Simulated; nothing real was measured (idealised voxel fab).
voxel lift off: a process module
Section shown: cut. Width: 145 nm. Cell size: 5 nm, square.
How to read a cross-section here: the picture is a grid of square cells, written as bands going from the top down, and any band can span one or more rows of cells. Basically the band line says how high the top is and how high the bottom is, in nm, and then what's in it from left to right, every material with its width in nm. Empty space shows up as "empty", and if a single material carries "everywhere" it runs the full band edge to edge. We count height from 0. Below that, the starting wafer is all one material. The lowest band never ends at the bottom but goes on down; see "0 nm and below" for how that is written. Read "30 to 40" as a graded width: first number on top, second number at the bottom, same change between each pair of neighbouring rows. Any step labelled "nothing was modified" changed none of the cells in the cross-section. Entry "Fully sealed cavities". Content: empty spaces with no open connection to the top, size 8 cells or greater. Each: width x height at distance. Distance: from left edge. Unit: nm. Where a step's line continues beyond its settings, the continuation is a remark by the simulator itself on that step. overlay nm: where the mask lay relative to plan, measured to the right, on steps with a mask; negatives go left.
### Process steps foreseen in the plan
1. RECEIVE | material Si
2. CONFORMAL_DEP | material SiN | thk nm 15
3. PATTERN | tone open | mask id LINES | material resist | width nm 15 | pitch nm 30 | thk nm 25 | overlay nm 0
4. DIRECTIONAL_DEP | material Ru | thk nm 10
5. STRIP | etch materials resist
6. CONFORMAL_DEP | material SiO2 | thk nm 10
### Cross-section: wafer on arrival = after step 1
> 0 nm and below | Si everywhere
> Fully sealed cavities: none
### Sectioned view, first of two wafers, at the close of the module, processed as intended in the plan
> 35 nm to 25 nm | empty 10 nm, SiO2 125 nm, empty 10 nm
> 25 nm to 15 nm | SiO2 20 nm, Ru 15 nm, SiO2 15 nm, Ru 15 nm, SiO2 15 nm, Ru 15 nm, SiO2 15 nm, Ru 15 nm, SiO2 20 nm
> 15 nm to 0 nm | SiN everywhere
> 0 nm and below | Si everywhere
> Fully sealed cavities: none
### Second of two wafers, module complete, sectioned: it shares the first wafer's start and plan but was run with one mistake
> 35 nm to 25 nm | SiO2 everywhere
> 25 nm to 15 nm | Ru 20 nm, SiO2 15 nm, Ru 15 nm, SiO2 15 nm, Ru 15 nm, SiO2 15 nm, Ru 15 nm, SiO2 15 nm, Ru 20 nm
> 15 nm to 0 nm | SiN everywhere
> 0 nm and below | Si everywhere
> Fully sealed cavities: none
It is concluded that the wafer was processed incorrectly with respect to the plan, in that note that step 3 departed from the planned setting and was carried out as PATTERN | tone cover | mask id LINES | material resist | width nm 15 | pitch nm 30 | thk nm 25 | overlay nm 0
End of process, cell counts, second wafer against first, materials with more or fewer: +10 Ru, -2 SiO2
